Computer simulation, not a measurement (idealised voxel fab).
The process module that follows is named voxel capacitor over wiring.
Square cell edge 5 nm, section width 175 nm, ID cut.
Bands, listed from the top down, are how a cross-section gets written in this document; the cross-section itself is a grid of square cells, and a band is one or more rows of them.
Heights first: top, then bottom, in nm. Then materials, left to right, each with a width in nm. "all across" on a single material: fills the band edge to edge. "air": empty space.
Heights are reckoned from 0. Under this level, the received wafer is all of one material. The bottommost band is open-ended downward, for example "from 0 down".
Per-row width for "30 to 40": begins at first number (top row of band), ends at second number (bottom row), increment between rows held constant.
You'll sometimes find "nothing changed" written for a step, and that's the way of saying that nowhere in the cross-section did a cell change during that step.
"Closed-off voids" - sealed voids, min. 8 cells, no opening to top; format: width x height at distance (distance from left edge; nm throughout).
What comes after the settings on a step's line is commentary from the simulator itself on that step.
A step line may carry the setting "overlay nm", which, for steps involving a mask, states the distance by which the mask lay to the right of its intended position; negative values denote displacement to the left.
## Steps planned for the process
1. RECEIVE with material Si
2. CONFORMAL_DEP with material SiO2, thk nm 15
3. DIRECTIONAL_DEP with material TiN, thk nm 5
4. DIRECTIONAL_DEP with material Ru, thk nm 20
5. PATTERN with tone cover, mask id METAL_1, material resist, width nm 20, pitch nm 70, thk nm 15, overlay nm 0
6. DIRECTIONAL_ETCH with etch materials Ru, depth nm 20
7. DIRECTIONAL_ETCH with etch materials TiN, depth nm 5
8. STRIP with etch materials resist
9. FILL_DEP with material lowk, thk nm 10
10. CMP with height nm 40
11. CONFORMAL_DEP with material SiCN, thk nm 5
12. DIRECTIONAL_DEP with material SiO2, thk nm 20
13. PATTERN with tone open, mask id PLUG_1, material resist, width nm 15, thk nm 20, overlay nm -15
14. DIRECTIONAL_ETCH with etch materials SiO2, depth nm 20
15. DIRECTIONAL_ETCH with etch materials SiCN, depth nm 5
16. STRIP with etch materials resist
17. CONFORMAL_DEP with material TiN, thk nm 5
18. FILL_DEP with material Ru, thk nm 10
19. CMP with height nm 65
20. DIRECTIONAL_DEP with material TiN, thk nm 5
21. DIRECTIONAL_DEP with material SiN, thk nm 5
22. DIRECTIONAL_DEP with material TiN, thk nm 5
23. PATTERN with tone cover, mask id UPPER_PLATE, material resist, width nm 55, thk nm 20, overlay nm 0
24. DIRECTIONAL_ETCH with etch materials TiN, depth nm 5
25. DIRECTIONAL_ETCH with etch materials SiN, depth nm 5
26. STRIP with etch materials resist
27. MASKED_ETCH with tone cover, mask id LOWER_PLATE, width nm 65, etch materials TiN, depth nm 5, overlay nm 0
28. FILL_DEP with material SiO2, thk nm 15
29. CMP with height nm 90
30. DIRECTIONAL_DEP with material aC, thk nm 10
31. PATTERN with tone open, mask id PLUG_2, material resist, width nm 15, thk nm 25, overlay nm 0
32. DIRECTIONAL_ETCH with etch materials aC, depth nm 10
33. STRIP with etch materials resist
34. DIRECTIONAL_ETCH with etch materials SiO2, depth nm 10
35. STRIP with etch materials aC
36. CONFORMAL_DEP with material TiN, thk nm 5
37. FILL_DEP with material W, thk nm 5
38. CMP with height nm 90
39. CONFORMAL_DEP with material SiCN, thk nm 5
The wafers are alike at the start. At step 13, their overlay nm differs. The plan lists the first wafer's value.
## First of several wafers, received after step 1, in cross-section
from 0 down | Si all across
Closed-off voids: none
## Below is a per-wafer table. In it, each row describes the wafer at the end of the module by giving, for each material, the number of cells gained (+) or lost (-) since the wafer was received, and after that the closed voids of the wafer
overlay nm -15, +36 Ru, +67 SiCN, +11 SiN, +367 SiO2, +48 TiN, +1 W, +135 lowk, Closed-off voids: none
overlay nm -10, +36 Ru, +67 SiCN, +11 SiN, +367 SiO2, +48 TiN, +1 W, +135 lowk, Closed-off voids: none
overlay nm -5, +36 Ru, +67 SiCN, +11 SiN, +367 SiO2, +48 TiN, +1 W, +135 lowk, Closed-off voids: none
overlay nm 0, +36 Ru, +67 SiCN, +11 SiN, +367 SiO2, +48 TiN, +1 W, +135 lowk, Closed-off voids: none
overlay nm 5, +36 Ru, +67 SiCN, +11 SiN, +367 SiO2, +48 TiN, +1 W, +135 lowk, Closed-off voids: none
overlay nm 10, +36 Ru, +67 SiCN, +11 SiN, +367 SiO2, +48 TiN, +1 W, +135 lowk, Closed-off voids: none
overlay nm 15, +36 Ru, +67 SiCN, +11 SiN, +367 SiO2, +48 TiN, +1 W, +135 lowk, Closed-off voids: none
